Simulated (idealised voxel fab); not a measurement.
The following is a process module called voxel transistor to metal.
Section cut is 285 nm wide and gridded with 5 nm square cells.
A cross-section is written here as square cells arranged in a grid, and it is given in bands from the top down, each band taking up one or more rows of cells. Heights first: top, then bottom, in nm. Then materials, left to right, each with a width in nm. "all across" on a single material: fills the band edge to edge. "empty": empty space. The level at which height equals 0 is the one under which the wafer, as it arrives, is entirely one material. No lower edge exists for the bottom band, which continues downward and is notated as in "z 0 and below". So if you see something like "30->40" for the width, read it as the top row of the band sitting at the first number and the bottom row at the second, with every row in between moving by the same amount as the last. "no modifications", as given for a step, is the statement that not any cell of the cross-section underwent a change during that step. Voids not open to the top, 8 cells minimum: see "Enclosed voids". Written width x height at distance; distance is from the left edge; nm. It should be noted that, on the line of a given step, the content following the step's settings is a remark produced by the simulator itself with respect to that step. The optional step-line setting "overlay nm" applies to steps with a mask and quantifies how far to the right of its planned location the mask lay, a negative value indicating leftward placement.
Intended process steps
1) RECEIVE [material Si]
2) OXIDIZE [depth nm 5]
3) CONFORMAL_DEP [material SiN] [thk nm 10]
4) MASKED_ETCH [tone cover] [mask id ACTIVE] [width nm 110] [pitch nm 140] [etch materials SiN] [depth nm 10] [overlay nm 0]
5) MASKED_ETCH [tone cover] [mask id ACTIVE] [width nm 110] [pitch nm 140] [etch materials SiO2] [depth nm 5] [overlay nm 0]
6) MASKED_ETCH [tone cover] [mask id ACTIVE] [width nm 110] [pitch nm 140] [etch materials Si] [depth nm 35] [overlay nm 0]
7) OXIDIZE [depth nm 5]
8) FILL_DEP [material SiO2] [thk nm 5]
9) CMP [height nm 10]
10) SELECTIVE_ETCH [etch materials SiO2] [depth nm 10]
11) STRIP [etch materials SiN]
12) SELECTIVE_ETCH [etch materials SiO2] [depth nm 5]
13) OXIDIZE [depth nm 5]
14) DIRECTIONAL_DEP [material polySi] [thk nm 30]
15) DIRECTIONAL_DEP [material SiCN] [thk nm 15]
16) DIRECTIONAL_DEP [material aC] [thk nm 15]
17) PATTERN [tone cover] [mask id GATE] [material resist] [width nm 20] [pitch nm 140] [thk nm 30] [overlay nm 0]
18) DIRECTIONAL_ETCH [etch materials aC] [depth nm 15]
19) STRIP [etch materials resist]
20) DIRECTIONAL_ETCH [etch materials SiCN] [depth nm 25]
21) DIRECTIONAL_ETCH [etch materials polySi] [depth nm 40]
22) STRIP [etch materials aC]
23) CONFORMAL_DEP [material SiO2] [thk nm 5]
24) DIRECTIONAL_ETCH [etch materials SiO2] [depth nm 5]
25) CONFORMAL_DEP [material SiN] [thk nm 5]
26) DIRECTIONAL_ETCH [etch materials SiN] [depth nm 5]
27) DIRECTIONAL_ETCH [etch materials SiO2] [depth nm 5]
28) EPI [material pSi] [thk nm 5]
29) FILL_DEP [material SiO2] [thk nm 10]
30) CMP [height nm 40]
31) DIRECTIONAL_DEP [material SiO2] [thk nm 15]
32) PATTERN [tone open] [mask id CONTACT] [material resist] [width nm 20] [pitch nm 70] [thk nm 20] [overlay nm 0]
33) DIRECTIONAL_ETCH [etch materials SiO2] [depth nm 60]
34) STRIP [etch materials resist]
35) CONFORMAL_DEP [material TiN] [thk nm 5]
36) FILL_DEP [material W] [thk nm 5]
37) CMP [height nm 55]
38) CONFORMAL_DEP [material SiCN] [thk nm 5]
39) DIRECTIONAL_DEP [material SiO2] [thk nm 20]
40) PATTERN [tone open] [mask id METAL_1] [material resist] [width nm 20] [pitch nm 70] [thk nm 15] [overlay nm 0]
41) DIRECTIONAL_ETCH [etch materials SiO2] [depth nm 20]
42) DIRECTIONAL_ETCH [etch materials SiCN] [depth nm 5]
43) STRIP [etch materials resist]
44) CONFORMAL_DEP [material TiN] [thk nm 5]
45) FILL_DEP [material Cu] [thk nm 10]
46) CMP [height nm 80]
47) CONFORMAL_DEP [material SiN] [thk nm 5]
Below: the first of two wafers, run as planned
Received-state cross-section, reflecting completion of step 1
- z 0 and below: Si all across
- Enclosed voids: none
Step 2 complete: cross-section through the wafer
- z 0 to -5: SiO2 all across
- No changes below -5.
Step 3 complete: cross-section through the wafer
- z 10 to 0: SiN all across
- No changes below 0.
Step 4 complete: cross-section through the wafer
- z 10 to 0: empty: 15, SiN: 110, empty: 30, SiN: 110, empty: 20
- No changes below 0.
Step 5 complete: cross-section through the wafer
- z 10 to 0: empty: 15, SiN: 110, empty: 30, SiN: 110, empty: 20
- z 0 to -5: empty: 15, SiO2: 110, empty: 30, SiO2: 110, empty: 20
- No changes below -5.
Step 6 complete: cross-section through the wafer
- z 10 to 0: empty: 15, SiN: 110, empty: 30, SiN: 110, empty: 20
- z 0 to -5: empty: 15, SiO2: 110, empty: 30, SiO2: 110, empty: 20
- z -5 to -40: empty: 15, Si: 110, empty: 30, Si: 110, empty: 20
- No changes below -40.
Step 7 complete: cross-section through the wafer
- z 10 to 0: empty: 15, SiN: 110, empty: 30, SiN: 110, empty: 20
- z 0 to -5: empty: 15, SiO2: 110, empty: 30, SiO2: 110, empty: 20
- z -5 to -40: empty: 15, SiO2: 5, Si: 100, SiO2: 5, empty: 30, SiO2: 5, Si: 100, SiO2: 5, empty: 20
- z -40 to -45: SiO2: 20, Si: 100, SiO2: 40, Si: 100, SiO2: 25
- No changes below -45.
Step 8 complete: cross-section through the wafer
- z 15 to 10: SiO2 all across
- z 10 to 0: SiO2: 15, SiN: 110, SiO2: 30, SiN: 110, SiO2: 20
- z 0 to -5: SiO2 all across
- z -5 to -45: SiO2: 20, Si: 100, SiO2: 40, Si: 100, SiO2: 25
- No changes below -45.
Step 9 complete: cross-section through the wafer
- z 10 to 0: SiO2: 15, SiN: 110, SiO2: 30, SiN: 110, SiO2: 20
- No changes below 0.
Step 10 complete: cross-section through the wafer
- z 10 to 0: empty: 15, SiN: 110, empty: 30, SiN: 110, empty: 20
- No changes below 0.
Step 11 complete: cross-section through the wafer
- z 0 to -5: SiO2 all across
- No changes below -5.
Step 12 complete: cross-section through the wafer
- z -5 to -45: SiO2: 20, Si: 100, SiO2: 40, Si: 100, SiO2: 25
- No changes below -45.
Step 13 complete: cross-section through the wafer
- z -5 to -10: SiO2 all across
- No changes below -10.
Step 14 complete: cross-section through the wafer
- z 25 to -5: polySi all across
- No changes below -5.
Step 15 complete: cross-section through the wafer
- z 40 to 25: SiCN all across
- No changes below 25.
Step 16 complete: cross-section through the wafer
- z 55 to 40: aC all across
- No changes below 40.
Step 17 complete: cross-section through the wafer
- z 85 to 55: empty: 60, resist: 20, empty: 120, resist: 20, empty: 65
- No changes below 55.
Step 18 complete: cross-section through the wafer
- z 70 to 55: empty: 60, resist: 20, empty: 120, resist: 20, empty: 65
- z 55 to 40: empty: 60, aC: 20, empty: 120, aC: 20, empty: 65
- No changes below 40.
Step 19 complete: cross-section through the wafer
- z 55 to 40: empty: 60, aC: 20, empty: 120, aC: 20, empty: 65
- No changes below 40.
Step 20 complete: cross-section through the wafer
- z 55 to 40: empty: 60, aC: 20, empty: 120, aC: 20, empty: 65
- z 40 to 25: empty: 60, SiCN: 20, empty: 120, SiCN: 20, empty: 65
- No changes below 25.
Step 21 complete: cross-section through the wafer
- z 55 to 40: empty: 60, aC: 20, empty: 120, aC: 20, empty: 65
- z 40 to 25: empty: 60, SiCN: 20, empty: 120, SiCN: 20, empty: 65
- z 25 to -5: empty: 60, polySi: 20, empty: 120, polySi: 20, empty: 65
- No changes below -5.
Step 22 complete: cross-section through the wafer
- z 40 to 25: empty: 60, SiCN: 20, empty: 120, SiCN: 20, empty: 65
- No changes below 25.
Step 23 complete: cross-section through the wafer
- z 45 to 40: empty: 55, SiO2: 30, empty: 110, SiO2: 30, empty: 60
- z 40 to 25: empty: 55, SiO2: 5, SiCN: 20, SiO2: 5, empty: 110, SiO2: 5, SiCN: 20, SiO2: 5, empty: 60
- z 25 to 0: empty: 55, SiO2: 5, polySi: 20, SiO2: 5, empty: 110, SiO2: 5, polySi: 20, SiO2: 5, empty: 60
- z 0 to -5: SiO2: 60, polySi: 20, SiO2: 120, polySi: 20, SiO2: 65
- No changes below -5.
Step 24 complete: cross-section through the wafer
- z 40 to 25: empty: 55, SiO2: 5, SiCN: 20, SiO2: 5, empty: 110, SiO2: 5, SiCN: 20, SiO2: 5, empty: 60
- z 25 to -5: empty: 55, SiO2: 5, polySi: 20, SiO2: 5, empty: 110, SiO2: 5, polySi: 20, SiO2: 5, empty: 60
- No changes below -5.
Step 25 complete: cross-section through the wafer
- z 45 to 40: empty: 50, SiN: 40, empty: 100, SiN: 40, empty: 55
- z 40 to 25: empty: 50, SiN: 5, SiO2: 5, SiCN: 20, SiO2: 5, SiN: 5, empty: 100, SiN: 5, SiO2: 5, SiCN: 20, SiO2: 5, SiN: 5, empty: 55
- z 25 to 0: empty: 50, SiN: 5, SiO2: 5, polySi: 20, SiO2: 5, SiN: 5, empty: 100, SiN: 5, SiO2: 5, polySi: 20, SiO2: 5, SiN: 5, empty: 55
- z 0 to -5: SiN: 55, SiO2: 5, polySi: 20, SiO2: 5, SiN: 110, SiO2: 5, polySi: 20, SiO2: 5, SiN: 60
- No changes below -5.
Step 26 complete: cross-section through the wafer
- z 40 to 25: empty: 50, SiN: 5, SiO2: 5, SiCN: 20, SiO2: 5, SiN: 5, empty: 100, SiN: 5, SiO2: 5, SiCN: 20, SiO2: 5, SiN: 5, empty: 55
- z 25 to -5: empty: 50, SiN: 5, SiO2: 5, polySi: 20, SiO2: 5, SiN: 5, empty: 100, SiN: 5, SiO2: 5, polySi: 20, SiO2: 5, SiN: 5, empty: 55
- No changes below -5.
Step 27 complete: cross-section through the wafer
- z 40 to 35: empty: 50, SiN: 5, empty: 5, SiCN: 20, empty: 5, SiN: 5, empty: 100, SiN: 5, empty: 5, SiCN: 20, empty: 5, SiN: 5, empty: 55
- z 35 to 25: empty: 50, SiN: 5, SiO2: 5, SiCN: 20, SiO2: 5, SiN: 5, empty: 100, SiN: 5, SiO2: 5, SiCN: 20, SiO2: 5, SiN: 5, empty: 55
- z 25 to -5: empty: 50, SiN: 5, SiO2: 5, polySi: 20, SiO2: 5, SiN: 5, empty: 100, SiN: 5, SiO2: 5, polySi: 20, SiO2: 5, SiN: 5, empty: 55
- z -5 to -10: empty: 50, SiO2: 40, empty: 100, SiO2: 40, empty: 55
- No changes below -10.
Step 28 complete: cross-section through the wafer
- z 40 to 35: empty: 50, SiN: 5, empty: 5, SiCN: 20, empty: 5, SiN: 5, empty: 100, SiN: 5, empty: 5, SiCN: 20, empty: 5, SiN: 5, empty: 55
- z 35 to 25: empty: 50, SiN: 5, SiO2: 5, SiCN: 20, SiO2: 5, SiN: 5, empty: 100, SiN: 5, SiO2: 5, SiCN: 20, SiO2: 5, SiN: 5, empty: 55
- z 25 to -5: empty: 50, SiN: 5, SiO2: 5, polySi: 20, SiO2: 5, SiN: 5, empty: 100, SiN: 5, SiO2: 5, polySi: 20, SiO2: 5, SiN: 5, empty: 55
- z -5 to -10: empty: 15, pSi: 35, SiO2: 40, pSi: 35, empty: 30, pSi: 35, SiO2: 40, pSi: 35, empty: 20
- No changes below -10.
Step 29 complete: cross-section through the wafer
- z 50 to 40: SiO2 all across
- z 40 to 25: SiO2: 50, SiN: 5, SiO2: 5, SiCN: 20, SiO2: 5, SiN: 5, SiO2: 100, SiN: 5, SiO2: 5, SiCN: 20, SiO2: 5, SiN: 5, SiO2: 55
- z 25 to -5: SiO2: 50, SiN: 5, SiO2: 5, polySi: 20, SiO2: 5, SiN: 5, SiO2: 100, SiN: 5, SiO2: 5, polySi: 20, SiO2: 5, SiN: 5, SiO2: 55
- z -5 to -10: SiO2: 15, pSi: 35, SiO2: 40, pSi: 35, SiO2: 30, pSi: 35, SiO2: 40, pSi: 35, SiO2: 20
- No changes below -10.
Step 30 complete: cross-section through the wafer
- z 40 to 25: SiO2: 50, SiN: 5, SiO2: 5, SiCN: 20, SiO2: 5, SiN: 5, SiO2: 100, SiN: 5, SiO2: 5, SiCN: 20, SiO2: 5, SiN: 5, SiO2: 55
- No changes below 25.
Step 31 complete: cross-section through the wafer
- z 55 to 40: SiO2 all across
- No changes below 40.
Step 32 complete: cross-section through the wafer
- z 75 to 55: resist: 25, empty: 20, resist: 50, empty: 20, resist: 50, empty: 20, resist: 50, empty: 20, resist: 30
- No changes below 55.
Step 33 complete: cross-section through the wafer
- z 75 to 55: resist: 25, empty: 20, resist: 50, empty: 20, resist: 50, empty: 20, resist: 50, empty: 20, resist: 30
- z 55 to 40: SiO2: 25, empty: 20, SiO2: 50, empty: 20, SiO2: 50, empty: 20, SiO2: 50, empty: 20, SiO2: 30
- z 40 to 25: SiO2: 25, empty: 20, SiO2: 5, SiN: 5, SiO2: 5, SiCN: 20, SiO2: 5, SiN: 5, SiO2: 5, empty: 20, SiO2: 50, empty: 20, SiO2: 5, SiN: 5, SiO2: 5, SiCN: 20, SiO2: 5, SiN: 5, SiO2: 5, empty: 20, SiO2: 30
- z 25 to -5: SiO2: 25, empty: 20, SiO2: 5, SiN: 5, SiO2: 5, polySi: 20, SiO2: 5, SiN: 5, SiO2: 5, empty: 20, SiO2: 50, empty: 20, SiO2: 5, SiN: 5, SiO2: 5, polySi: 20, SiO2: 5, SiN: 5, SiO2: 5, empty: 20, SiO2: 30
- No changes below -5.
Step 34 complete: cross-section through the wafer
- z 55 to 40: SiO2: 25, empty: 20, SiO2: 50, empty: 20, SiO2: 50, empty: 20, SiO2: 50, empty: 20, SiO2: 30
- No changes below 40.
Step 35 complete: cross-section through the wafer
- z 60 to 55: TiN: 30, empty: 10, TiN: 60, empty: 10, TiN: 60, empty: 10, TiN: 60, empty: 10, TiN: 35
- z 55 to 40: SiO2: 25, TiN: 5, empty: 10, TiN: 5, SiO2: 50, TiN: 5, empty: 10, TiN: 5, SiO2: 50, TiN: 5, empty: 10, TiN: 5, SiO2: 50, TiN: 5, empty: 10, TiN: 5, SiO2: 30
- z 40 to 25: SiO2: 25, TiN: 5, empty: 10, TiN: 5, SiO2: 5, SiN: 5, SiO2: 5, SiCN: 20, SiO2: 5, SiN: 5, SiO2: 5, TiN: 5, empty: 10, TiN: 5, SiO2: 50, TiN: 5, empty: 10, TiN: 5, SiO2: 5, SiN: 5, SiO2: 5, SiCN: 20, SiO2: 5, SiN: 5, SiO2: 5, TiN: 5, empty: 10, TiN: 5, SiO2: 30
- z 25 to 0: SiO2: 25, TiN: 5, empty: 10, TiN: 5, SiO2: 5, SiN: 5, SiO2: 5, polySi: 20, SiO2: 5, SiN: 5, SiO2: 5, TiN: 5, empty: 10, TiN: 5, SiO2: 50, TiN: 5, empty: 10, TiN: 5, SiO2: 5, SiN: 5, SiO2: 5, polySi: 20, SiO2: 5, SiN: 5, SiO2: 5, TiN: 5, empty: 10, TiN: 5, SiO2: 30
- z 0 to -5: SiO2: 25, TiN: 20, SiO2: 5, SiN: 5, SiO2: 5, polySi: 20, SiO2: 5, SiN: 5, SiO2: 5, TiN: 20, SiO2: 50, TiN: 20, SiO2: 5, SiN: 5, SiO2: 5, polySi: 20, SiO2: 5, SiN: 5, SiO2: 5, TiN: 20, SiO2: 30
- No changes below -5.
Step 36 complete: cross-section through the wafer
- z 65 to 60: W all across
- z 60 to 55: TiN: 30, W: 10, TiN: 60, W: 10, TiN: 60, W: 10, TiN: 60, W: 10, TiN: 35
- z 55 to 40: SiO2: 25, TiN: 5, W: 10, TiN: 5, SiO2: 50, TiN: 5, W: 10, TiN: 5, SiO2: 50, TiN: 5, W: 10, TiN: 5, SiO2: 50, TiN: 5, W: 10, TiN: 5, SiO2: 30
- z 40 to 25: SiO2: 25, TiN: 5, W: 10, TiN: 5, SiO2: 5, SiN: 5, SiO2: 5, SiCN: 20, SiO2: 5, SiN: 5, SiO2: 5, TiN: 5, W: 10, TiN: 5, SiO2: 50, TiN: 5, W: 10, TiN: 5, SiO2: 5, SiN: 5, SiO2: 5, SiCN: 20, SiO2: 5, SiN: 5, SiO2: 5, TiN: 5, W: 10, TiN: 5, SiO2: 30
- z 25 to 0: SiO2: 25, TiN: 5, W: 10, TiN: 5, SiO2: 5, SiN: 5, SiO2: 5, polySi: 20, SiO2: 5, SiN: 5, SiO2: 5, TiN: 5, W: 10, TiN: 5, SiO2: 50, TiN: 5, W: 10, TiN: 5, SiO2: 5, SiN: 5, SiO2: 5, polySi: 20, SiO2: 5, SiN: 5, SiO2: 5, TiN: 5, W: 10, TiN: 5, SiO2: 30
- No changes below 0.
Step 37 complete: cross-section through the wafer
- z 55 to 40: SiO2: 25, TiN: 5, W: 10, TiN: 5, SiO2: 50, TiN: 5, W: 10, TiN: 5, SiO2: 50, TiN: 5, W: 10, TiN: 5, SiO2: 50, TiN: 5, W: 10, TiN: 5, SiO2: 30
- No changes below 40.
Step 38 complete: cross-section through the wafer
- z 60 to 55: SiCN all across
- No changes below 55.
Step 39 complete: cross-section through the wafer
- z 80 to 60: SiO2 all across
- No changes below 60.
Step 40 complete: cross-section through the wafer
- z 95 to 80: resist: 25, empty: 20, resist: 50, empty: 20, resist: 50, empty: 20, resist: 50, empty: 20, resist: 30
- No changes below 80.
Step 41 complete: cross-section through the wafer
- z 95 to 80: resist: 25, empty: 20, resist: 50, empty: 20, resist: 50, empty: 20, resist: 50, empty: 20, resist: 30
- z 80 to 60: SiO2: 25, empty: 20, SiO2: 50, empty: 20, SiO2: 50, empty: 20, SiO2: 50, empty: 20, SiO2: 30
- No changes below 60.
Step 42 complete: cross-section through the wafer
- z 95 to 80: resist: 25, empty: 20, resist: 50, empty: 20, resist: 50, empty: 20, resist: 50, empty: 20, resist: 30
- z 80 to 60: SiO2: 25, empty: 20, SiO2: 50, empty: 20, SiO2: 50, empty: 20, SiO2: 50, empty: 20, SiO2: 30
- z 60 to 55: SiCN: 25, empty: 20, SiCN: 50, empty: 20, SiCN: 50, empty: 20, SiCN: 50, empty: 20, SiCN: 30
- No changes below 55.
Step 43 complete: cross-section through the wafer
- z 80 to 60: SiO2: 25, empty: 20, SiO2: 50, empty: 20, SiO2: 50, empty: 20, SiO2: 50, empty: 20, SiO2: 30
- No changes below 60.
Step 44 complete: cross-section through the wafer
- z 85 to 80: TiN: 30, empty: 10, TiN: 60, empty: 10, TiN: 60, empty: 10, TiN: 60, empty: 10, TiN: 35
- z 80 to 60: SiO2: 25, TiN: 5, empty: 10, TiN: 5, SiO2: 50, TiN: 5, empty: 10, TiN: 5, SiO2: 50, TiN: 5, empty: 10, TiN: 5, SiO2: 50, TiN: 5, empty: 10, TiN: 5, SiO2: 30
- z 60 to 55: SiCN: 25, TiN: 20, SiCN: 50, TiN: 20, SiCN: 50, TiN: 20, SiCN: 50, TiN: 20, SiCN: 30
- No changes below 55.
Step 45 complete: cross-section through the wafer
- z 95 to 85: Cu all across
- z 85 to 80: TiN: 30, Cu: 10, TiN: 60, Cu: 10, TiN: 60, Cu: 10, TiN: 60, Cu: 10, TiN: 35
- z 80 to 60: SiO2: 25, TiN: 5, Cu: 10, TiN: 5, SiO2: 50, TiN: 5, Cu: 10, TiN: 5, SiO2: 50, TiN: 5, Cu: 10, TiN: 5, SiO2: 50, TiN: 5, Cu: 10, TiN: 5, SiO2: 30
- No changes below 60.
Step 46 complete: cross-section through the wafer
- z 80 to 60: SiO2: 25, TiN: 5, Cu: 10, TiN: 5, SiO2: 50, TiN: 5, Cu: 10, TiN: 5, SiO2: 50, TiN: 5, Cu: 10, TiN: 5, SiO2: 50, TiN: 5, Cu: 10, TiN: 5, SiO2: 30
- No changes below 60.
Step 47 complete: cross-section through the wafer
- z 85 to 80: SiN all across
- No changes below 80.
Wafer two: like wafer one in start and plan, but with one mistake in execution; identical up to and including step 31
Look at the second wafer in cross-section at the time step 32 ought to have finished
- z 75 to 55: resist: 30, empty: 15, resist: 55, empty: 15, resist: 55, empty: 15, resist: 55, empty: 15, resist: 30
- No changes below 55.
Look at the second wafer in cross-section at the time step 33 ought to have finished
- z 75 to 55: resist: 30, empty: 15, resist: 55, empty: 15, resist: 55, empty: 15, resist: 55, empty: 15, resist: 30
- z 55 to 40: SiO2: 30, empty: 15, SiO2: 55, empty: 15, SiO2: 55, empty: 15, SiO2: 55, empty: 15, SiO2: 30
- z 40 to 25: SiO2: 30, empty: 15, SiO2: 5, SiN: 5, SiO2: 5, SiCN: 20, SiO2: 5, SiN: 5, SiO2: 10, empty: 15, SiO2: 55, empty: 15, SiO2: 5, SiN: 5, SiO2: 5, SiCN: 20, SiO2: 5, SiN: 5, SiO2: 10, empty: 15, SiO2: 30
- z 25 to -5: SiO2: 30, empty: 15, SiO2: 5, SiN: 5, SiO2: 5, polySi: 20, SiO2: 5, SiN: 5, SiO2: 10, empty: 15, SiO2: 55, empty: 15, SiO2: 5, SiN: 5, SiO2: 5, polySi: 20, SiO2: 5, SiN: 5, SiO2: 10, empty: 15, SiO2: 30
- No changes below -5.
Look at the second wafer in cross-section at the time step 34 ought to have finished
- z 55 to 40: SiO2: 30, empty: 15, SiO2: 55, empty: 15, SiO2: 55, empty: 15, SiO2: 55, empty: 15, SiO2: 30
- No changes below 40.
Look at the second wafer in cross-section at the time step 35 ought to have finished
- z 60 to 55: TiN: 35, empty: 5, TiN: 65, empty: 5, TiN: 65, empty: 5, TiN: 65, empty: 5, TiN: 35
- z 55 to 40: SiO2: 30, TiN: 5, empty: 5, TiN: 5, SiO2: 55, TiN: 5, empty: 5, TiN: 5, SiO2: 55, TiN: 5, empty: 5, TiN: 5, SiO2: 55, TiN: 5, empty: 5, TiN: 5, SiO2: 30
- z 40 to 25: SiO2: 30, TiN: 5, empty: 5, TiN: 5, SiO2: 5, SiN: 5, SiO2: 5, SiCN: 20, SiO2: 5, SiN: 5, SiO2: 10, TiN: 5, empty: 5, TiN: 5, SiO2: 55, TiN: 5, empty: 5, TiN: 5, SiO2: 5, SiN: 5, SiO2: 5, SiCN: 20, SiO2: 5, SiN: 5, SiO2: 10, TiN: 5, empty: 5, TiN: 5, SiO2: 30
- z 25 to 0: SiO2: 30, TiN: 5, empty: 5, TiN: 5, SiO2: 5, SiN: 5, SiO2: 5, polySi: 20, SiO2: 5, SiN: 5, SiO2: 10, TiN: 5, empty: 5, TiN: 5, SiO2: 55, TiN: 5, empty: 5, TiN: 5, SiO2: 5, SiN: 5, SiO2: 5, polySi: 20, SiO2: 5, SiN: 5, SiO2: 10, TiN: 5, empty: 5, TiN: 5, SiO2: 30
- z 0 to -5: SiO2: 30, TiN: 15, SiO2: 5, SiN: 5, SiO2: 5, polySi: 20, SiO2: 5, SiN: 5, SiO2: 10, TiN: 15, SiO2: 55, TiN: 15, SiO2: 5, SiN: 5, SiO2: 5, polySi: 20, SiO2: 5, SiN: 5, SiO2: 10, TiN: 15, SiO2: 30
- No changes below -5.
Look at the second wafer in cross-section at the time step 36 ought to have finished
- z 65 to 60: W all across
- z 60 to 55: TiN: 35, W: 5, TiN: 65, W: 5, TiN: 65, W: 5, TiN: 65, W: 5, TiN: 35
- z 55 to 40: SiO2: 30, TiN: 5, W: 5, TiN: 5, SiO2: 55, TiN: 5, W: 5, TiN: 5, SiO2: 55, TiN: 5, W: 5, TiN: 5, SiO2: 55, TiN: 5, W: 5, TiN: 5, SiO2: 30
- z 40 to 25: SiO2: 30, TiN: 5, W: 5, TiN: 5, SiO2: 5, SiN: 5, SiO2: 5, SiCN: 20, SiO2: 5, SiN: 5, SiO2: 10, TiN: 5, W: 5, TiN: 5, SiO2: 55, TiN: 5, W: 5, TiN: 5, SiO2: 5, SiN: 5, SiO2: 5, SiCN: 20, SiO2: 5, SiN: 5, SiO2: 10, TiN: 5, W: 5, TiN: 5, SiO2: 30
- z 25 to 0: SiO2: 30, TiN: 5, W: 5, TiN: 5, SiO2: 5, SiN: 5, SiO2: 5, polySi: 20, SiO2: 5, SiN: 5, SiO2: 10, TiN: 5, W: 5, TiN: 5, SiO2: 55, TiN: 5, W: 5, TiN: 5, SiO2: 5, SiN: 5, SiO2: 5, polySi: 20, SiO2: 5, SiN: 5, SiO2: 10, TiN: 5, W: 5, TiN: 5, SiO2: 30
- No changes below 0.
Look at the second wafer in cross-section at the time step 37 ought to have finished
- z 55 to 40: SiO2: 30, TiN: 5, W: 5, TiN: 5, SiO2: 55, TiN: 5, W: 5, TiN: 5, SiO2: 55, TiN: 5, W: 5, TiN: 5, SiO2: 55, TiN: 5, W: 5, TiN: 5, SiO2: 30
- No changes below 40.
Look at the second wafer in cross-section at the time step 38 ought to have finished
- z 60 to 55: SiCN all across
- No changes below 55.
Look at the second wafer in cross-section at the time step 39 ought to have finished
- z 80 to 60: SiO2 all across
- No changes below 60.
Look at the second wafer in cross-section at the time step 40 ought to have finished
- z 95 to 80: resist: 25, empty: 20, resist: 50, empty: 20, resist: 50, empty: 20, resist: 50, empty: 20, resist: 30
- No changes below 80.
Look at the second wafer in cross-section at the time step 41 ought to have finished
- z 95 to 80: resist: 25, empty: 20, resist: 50, empty: 20, resist: 50, empty: 20, resist: 50, empty: 20, resist: 30
- z 80 to 60: SiO2: 25, empty: 20, SiO2: 50, empty: 20, SiO2: 50, empty: 20, SiO2: 50, empty: 20, SiO2: 30
- No changes below 60.
Look at the second wafer in cross-section at the time step 42 ought to have finished
- z 95 to 80: resist: 25, empty: 20, resist: 50, empty: 20, resist: 50, empty: 20, resist: 50, empty: 20, resist: 30
- z 80 to 60: SiO2: 25, empty: 20, SiO2: 50, empty: 20, SiO2: 50, empty: 20, SiO2: 50, empty: 20, SiO2: 30
- z 60 to 55: SiCN: 25, empty: 20, SiCN: 50, empty: 20, SiCN: 50, empty: 20, SiCN: 50, empty: 20, SiCN: 30
- No changes below 55.
Look at the second wafer in cross-section at the time step 43 ought to have finished
- z 80 to 60: SiO2: 25, empty: 20, SiO2: 50, empty: 20, SiO2: 50, empty: 20, SiO2: 50, empty: 20, SiO2: 30
- No changes below 60.
Look at the second wafer in cross-section at the time step 44 ought to have finished
- z 85 to 80: TiN: 30, empty: 10, TiN: 60, empty: 10, TiN: 60, empty: 10, TiN: 60, empty: 10, TiN: 35
- z 80 to 60: SiO2: 25, TiN: 5, empty: 10, TiN: 5, SiO2: 50, TiN: 5, empty: 10, TiN: 5, SiO2: 50, TiN: 5, empty: 10, TiN: 5, SiO2: 50, TiN: 5, empty: 10, TiN: 5, SiO2: 30
- z 60 to 55: SiCN: 25, TiN: 20, SiCN: 50, TiN: 20, SiCN: 50, TiN: 20, SiCN: 50, TiN: 20, SiCN: 30
- No changes below 55.
Look at the second wafer in cross-section at the time step 45 ought to have finished
- z 95 to 85: Cu all across
- z 85 to 80: TiN: 30, Cu: 10, TiN: 60, Cu: 10, TiN: 60, Cu: 10, TiN: 60, Cu: 10, TiN: 35
- z 80 to 60: SiO2: 25, TiN: 5, Cu: 10, TiN: 5, SiO2: 50, TiN: 5, Cu: 10, TiN: 5, SiO2: 50, TiN: 5, Cu: 10, TiN: 5, SiO2: 50, TiN: 5, Cu: 10, TiN: 5, SiO2: 30
- No changes below 60.
Look at the second wafer in cross-section at the time step 46 ought to have finished
- z 80 to 60: SiO2: 25, TiN: 5, Cu: 10, TiN: 5, SiO2: 50, TiN: 5, Cu: 10, TiN: 5, SiO2: 50, TiN: 5, Cu: 10, TiN: 5, SiO2: 50, TiN: 5, Cu: 10, TiN: 5, SiO2: 30
- No changes below 60.
Look at the second wafer in cross-section at the time step 47 ought to have finished
- z 85 to 80: SiN all across
- No changes below 80.
Want to know what went wrong? planned and actual differ for step 32; actual: PATTERN [tone open] [mask id CONTACT] [material resist] [width nm 15] [pitch nm 70] [thk nm 20] [overlay nm 0]
At the finish, the second wafer shows more or fewer cells for some materials than the first does: +48 SiO2, -4 TiN, -44 W
